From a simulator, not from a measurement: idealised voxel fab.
Process module under the name voxel spacer lines
Displayed cross-section: cut, width of 220 nm, square cells sized 5 nm.
Square cells in a grid make up a cross-section in this document, and the grid is given as bands, listed from the top down, each one or more rows of cells.
Band entry format. Leading values: height of top, height of bottom, nm. Remainder: materials in left-to-right order, each with its width in nm. Special words: "edge to edge" on a single material, which then fills the band edge to edge; "blank", empty space.
The reference from which all heights are counted is 0, the level beneath which the as-received wafer is entirely one material; the lowest band, having no lower bound, proceeds downward and is written after the example "z 0 and below".
Graded width ("30..40"): value in top row of band = first number; value in bottom row = second number; row-to-row change constant.
"no change" (step): cross-section cells unchanged, all of them.
In the "Voids, enclosed" entry, you get each enclosed empty space of 8 cells or more, one with no open way to the top, written width x height at distance, distance from the left edge, in nm.
On a step's line, text after the settings is the simulator commenting on that step.
"overlay nm" denotes, for a step that has a mask, the displacement of the mask to the right of its planned place, with negative values corresponding to the left.

Steps in the process plan:
- 1: RECEIVE [material Si]
- 2: CONFORMAL_DEP [material Al2O3] [thk nm 10]
- 3: DIRECTIONAL_DEP [material TiN] [thk nm 15]
- 4: DIRECTIONAL_DEP [material aC] [thk nm 30]
- 5: PATTERN [tone cover] [mask id MANDREL] [material resist] [width nm 25] [pitch nm 80] [thk nm 40] [overlay nm 0]
- 6: DIRECTIONAL_ETCH [etch materials aC] [depth nm 30]
- 7: STRIP [etch materials resist]
- 8: CONFORMAL_DEP [material SiN] [thk nm 15]
- 9: DIRECTIONAL_ETCH [etch materials SiN] [depth nm 15]
- 10: STRIP [etch materials aC]
- 11: DIRECTIONAL_ETCH [etch materials TiN] [depth nm 15]
- 12: STRIP [etch materials SiN]
- 13: FILL_DEP [material SiO2] [thk nm 10]
- 14: CMP [height nm 25]

as received, after step 1:
	z 0 and below = Si edge to edge
	Voids, enclosed: none

End-of-module cross-section. Starting structure and process plan as above; one mistake made in running it:
	z 25 to 10 = SiO2 edge to edge
	z 10 to 0 = Al2O3 edge to edge
	z 0 and below = Si edge to edge
	Voids, enclosed: none
What was the processing mistake? in deviation from the planned setting, step 3 was conducted as DIRECTIONAL_DEP [material SiO2] [thk nm 15]
